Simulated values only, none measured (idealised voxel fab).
process module | voxel quadruple lines
cross-section cut | 240 nm wide | cells 5 nm
A cross-section is a grid of square cells, given in bands from the top down. A band is one or more rows of cells.
Each band's line starts with the height of the band's top and of its bottom, in nm. Then come its materials from left to right, each with its width in nm. One material with "throughout" fills the band from edge to edge. "air" is empty space.
Height 0 is the level under which the wafer as received is all one material. The lowest band goes on downwards, as in "0 down".
A width such as "30 to 40" changes by the same amount from each row of cells to the next, from the band's top row to its bottom row.
"no change" after a step means that no cell of the cross-section changed.
closed voids: empty space of 8 cells or more with no open way to the top, each as width x height at its distance from the left edge, in nm
after a step's settings: what the simulator itself notes on the step
overlay nm, on a step with a mask: how far to the right of its planned place the mask lay; to the left if negative
plan
1 op RECEIVE | material Si
2 op CONFORMAL_DEP | material SiO2 | thk nm 5
3 op DIRECTIONAL_DEP | material W | thk nm 10
4 op DIRECTIONAL_DEP | material polySi | thk nm 15
5 op DIRECTIONAL_DEP | material aC | thk nm 20
6 op PATTERN | tone cover | mask id MANDREL | material resist | width nm 25 | pitch nm 80 | thk nm 30 | overlay nm 0
7 op DIRECTIONAL_ETCH | etch materials aC | depth nm 20
8 op STRIP | etch materials resist
9 op CONFORMAL_DEP | material SiO2 | thk nm 15
10 op DIRECTIONAL_ETCH | etch materials SiO2 | depth nm 15
11 op STRIP | etch materials aC
12 op DIRECTIONAL_ETCH | etch materials polySi | depth nm 15
13 op STRIP | etch materials SiO2
14 op CONFORMAL_DEP | material SiN | thk nm 5
15 op DIRECTIONAL_ETCH | etch materials SiN | depth nm 5
16 op STRIP | etch materials polySi
17 op DIRECTIONAL_ETCH | etch materials W | depth nm 10
18 op STRIP | etch materials SiN
as received, after step 1
  0 down: Si throughout
  closed voids: none
first wafer at the end, as planned
  15 to 5: air 45 | W 5 | air 15 | W 5 | air 15 | W 5 | air 15 | W 5 | air 15 | W 5 | air 15 | W 5 | air 15 | W 5 | air 15 | W 5 | air 50
  5 to 0: SiO2 throughout
  0 down: Si throughout
  closed voids: none
second wafer at the end: like start, like plan, one mistake
  15 to 5: air 60 | W 5 | air 25 | W 5 | air 45 | W 5 | air 25 | W 5 | air 65
  5 to 0: SiO2 throughout
  0 down: Si throughout
  closed voids: none
what went wrong: step 6 ran as: op PATTERN | tone open | mask id MANDREL | material resist | width nm 25 | pitch nm 80 | thk nm 30 | overlay nm 0
at the end the second wafer has, in cells: 8 fewer of W
